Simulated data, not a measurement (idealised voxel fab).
process module | voxel plated lines
cross-section cut | 260 nm wide | cells 5 nm
A cross-section is a grid of square cells, given in bands from the top down. A band is one or more rows of cells.
Each band's line starts with the height of the band's top and of its bottom, in nm. Then come its materials from left to right, each with its width in nm. One material with "throughout" fills the band from edge to edge. "air" is empty space.
Height 0 is the level under which the wafer as received is all one material. The lowest band goes on downwards, as in "0 down".
A width such as "30 to 40" changes by the same amount from each row of cells to the next, from the band's top row to its bottom row.
"no change" after a step means that no cell of the cross-section changed.
closed voids: empty space of 8 cells or more with no open way to the top, each as width x height at its distance from the left edge, in nm
after a step's settings: what the simulator itself notes on the step
overlay nm, on a step with a mask: how far to the right of its planned place the mask lay; to the left if negative
plan
1 op RECEIVE | material Si
2 op CONFORMAL_DEP | material SiO2 | thk nm 10
3 op DIRECTIONAL_DEP | material TiN | thk nm 5
4 op PATTERN | tone open | mask id LINES | material resist | width nm 20 | pitch nm 35 | thk nm 35 | overlay nm 0
5 op EPI | material Ru | thk nm 10
6 op EPI | material Ru | thk nm 5
7 op EPI | material Ru | thk nm 5
8 op STRIP | etch materials resist
9 op DIRECTIONAL_ETCH | etch materials TiN | depth nm 5
10 op CONFORMAL_DEP | material SiN | thk nm 5
first wafer, as planned
as received, after step 1
  0 down: Si throughout
  closed voids: none
after step 2
  10 to 0: SiO2 throughout
  below 0: unchanged
after step 3
  15 to 10: TiN throughout
  below 10: unchanged
after step 4
  50 to 15: resist 85 | air 20 | resist 15 | air 20 | resist 15 | air 20 | resist 85
  below 15: unchanged
after step 5
  50 to 25: resist 85 | air 20 | resist 15 | air 20 | resist 15 | air 20 | resist 85
  25 to 15: resist 85 | Ru 20 | resist 15 | Ru 20 | resist 15 | Ru 20 | resist 85
  below 15: unchanged
after step 6
  50 to 30: resist 85 | air 20 | resist 15 | air 20 | resist 15 | air 20 | resist 85
  30 to 15: resist 85 | Ru 20 | resist 15 | Ru 20 | resist 15 | Ru 20 | resist 85
  below 15: unchanged
after step 7
  50 to 35: resist 85 | air 20 | resist 15 | air 20 | resist 15 | air 20 | resist 85
  35 to 15: resist 85 | Ru 20 | resist 15 | Ru 20 | resist 15 | Ru 20 | resist 85
  below 15: unchanged
after step 8
  35 to 15: air 85 | Ru 20 | air 15 | Ru 20 | air 15 | Ru 20 | air 85
  below 15: unchanged
after step 9
  35 to 15: air 85 | Ru 20 | air 15 | Ru 20 | air 15 | Ru 20 | air 85
  15 to 10: air 85 | TiN 20 | air 15 | TiN 20 | air 15 | TiN 20 | air 85
  below 10: unchanged
after step 10
  40 to 35: air 80 | SiN 30 | air 5 | SiN 30 | air 5 | SiN 30 | air 80
  35 to 15: air 80 | SiN 5 | Ru 20 | SiN 5 | air 5 | SiN 5 | Ru 20 | SiN 5 | air 5 | SiN 5 | Ru 20 | SiN 5 | air 80
  15 to 10: SiN 85 | TiN 20 | SiN 15 | TiN 20 | SiN 15 | TiN 20 | SiN 85
  below 10: unchanged
second wafer: like start, like plan, one mistake. Through step 3 it matches the first wafer
when step 4 should have ended
  50 to 15: resist 90 | air 15 | resist 20 | air 15 | resist 20 | air 15 | resist 85
  below 15: unchanged
when step 5 should have ended
  50 to 25: resist 90 | air 15 | resist 20 | air 15 | resist 20 | air 15 | resist 85
  25 to 15: resist 90 | Ru 15 | resist 20 | Ru 15 | resist 20 | Ru 15 | resist 85
  below 15: unchanged
when step 6 should have ended
  50 to 30: resist 90 | air 15 | resist 20 | air 15 | resist 20 | air 15 | resist 85
  30 to 15: resist 90 | Ru 15 | resist 20 | Ru 15 | resist 20 | Ru 15 | resist 85
  below 15: unchanged
when step 7 should have ended
  50 to 35: resist 90 | air 15 | resist 20 | air 15 | resist 20 | air 15 | resist 85
  35 to 15: resist 90 | Ru 15 | resist 20 | Ru 15 | resist 20 | Ru 15 | resist 85
  below 15: unchanged
when step 8 should have ended
  35 to 15: air 90 | Ru 15 | air 20 | Ru 15 | air 20 | Ru 15 | air 85
  below 15: unchanged
when step 9 should have ended
  35 to 15: air 90 | Ru 15 | air 20 | Ru 15 | air 20 | Ru 15 | air 85
  15 to 10: air 90 | TiN 15 | air 20 | TiN 15 | air 20 | TiN 15 | air 85
  below 10: unchanged
when step 10 should have ended
  40 to 35: air 85 | SiN 25 | air 10 | SiN 25 | air 10 | SiN 25 | air 80
  35 to 15: air 85 | SiN 5 | Ru 15 | SiN 5 | air 10 | SiN 5 | Ru 15 | SiN 5 | air 10 | SiN 5 | Ru 15 | SiN 5 | air 80
  15 to 10: SiN 90 | TiN 15 | SiN 20 | TiN 15 | SiN 20 | TiN 15 | SiN 85
  below 10: unchanged
what went wrong: step 4 ran as: op PATTERN | tone open | mask id LINES | material resist | width nm 15 | pitch nm 35 | thk nm 35 | overlay nm 0
at the end the second wafer has, in cells: 12 fewer of Ru | 3 fewer of TiN
